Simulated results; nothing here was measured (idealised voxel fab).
Presented below is a process module, voxel air gaps.
We display cut, a cross-section 245 nm in width whose square cells are each 5 nm.
A cross-section in this document is a grid of square cells, and it is written down as bands, the top band listed before the ones below it; a band is made up of one or more rows of cells.
Heads up on the band format: heights come first, top then bottom, in nm. After that it's the materials left to right, each with its width in nm. A single material flagged "all across" fills the whole band edge to edge, and "air" means there's empty space there.
A quick word on heights: they are counted from 0, and under that level the wafer as it came to us is one material throughout. The lowest band is different from the rest in having no bottom; it simply continues downward, written as in "z 0 and below".
So if you see something like "30..40" for the width, read it as the top row of the band sitting at the first number and the bottom row at the second, with every row in between moving by the same amount as the last.
Step marked "no alterations made"? Then no cell in the cross-section changed in it.
The entry titled "Closed internal cavities" provides the empty spaces that have no open way to the top, restricted to those of 8 cells or more. Each is presented as width x height at distance, the distance being measured from the left edge, with all three in nm.
Formally, on a step line, whatever follows the settings is a remark that the simulator itself makes on the step.
"overlay nm", when on a step's line for a step with a mask, measures how far to the right of its planned place the mask lay; a negative measure means to the left.

# Process steps (planned)
| 1 | RECEIVE (material Si) |
| 2 | CONFORMAL_DEP (material SiO2; thk nm 10) |
| 3 | CONFORMAL_DEP (material SiN; thk nm 5) |
| 4 | DIRECTIONAL_DEP (material lowk; thk nm 40) |
| 5 | DIRECTIONAL_DEP (material aC; thk nm 10) |
| 6 | PATTERN (tone open; mask id LINES; material resist; width nm 25; pitch nm 50; thk nm 30; overlay nm 0) |
| 7 | DIRECTIONAL_ETCH (etch materials aC; depth nm 10) |
| 8 | STRIP (etch materials resist) |
| 9 | DIRECTIONAL_ETCH (etch materials lowk; depth nm 40) |
| 10 | STRIP (etch materials aC) |
| 11 | CONFORMAL_DEP (material TiN; thk nm 5) |
| 12 | FILL_DEP (material Ru; thk nm 5) |
| 13 | CMP (height nm 55) |
| 14 | EPI (material Ru; thk nm 10) |
| 15 | SELECTIVE_ETCH (etch materials lowk; depth nm 50) |
| 16 | CONFORMAL_DEP (material SiN; thk nm 5) |

# Wafer as received: cross-section following step 1
z 0 and below = Si all across
Closed internal cavities: none

# Result of the module, cross-sectioned: start per above, plan per above, one error in how it was run
z 80 to 75 = air (35)  SiN (175)  air (35)
z 75 to 55 = air (35)  SiN (5)  Ru (165)  SiN (5)  air (35)
z 55 to 50 = air (35)  SiN (25)  TiN (5)  Ru (15)  TiN (5)  lowk (25)  TiN (5)  Ru (15)  TiN (5)  lowk (25)  TiN (5)  Ru (15)  TiN (5)  SiN (25)  air (35)
z 50 to 20 = air (55)  SiN (5)  TiN (5)  Ru (15)  TiN (5)  lowk (25)  TiN (5)  Ru (15)  TiN (5)  lowk (25)  TiN (5)  Ru (15)  TiN (5)  SiN (5)  air (55)
z 20 to 15 = SiN (60)  TiN (25)  lowk (25)  TiN (25)  lowk (25)  TiN (25)  SiN (60)
z 15 to 10 = SiN all across
z 10 to 0 = SiO2 all across
z 0 and below = Si all across
Closed internal cavities: none
Run error: the plan's step 14 ran twice
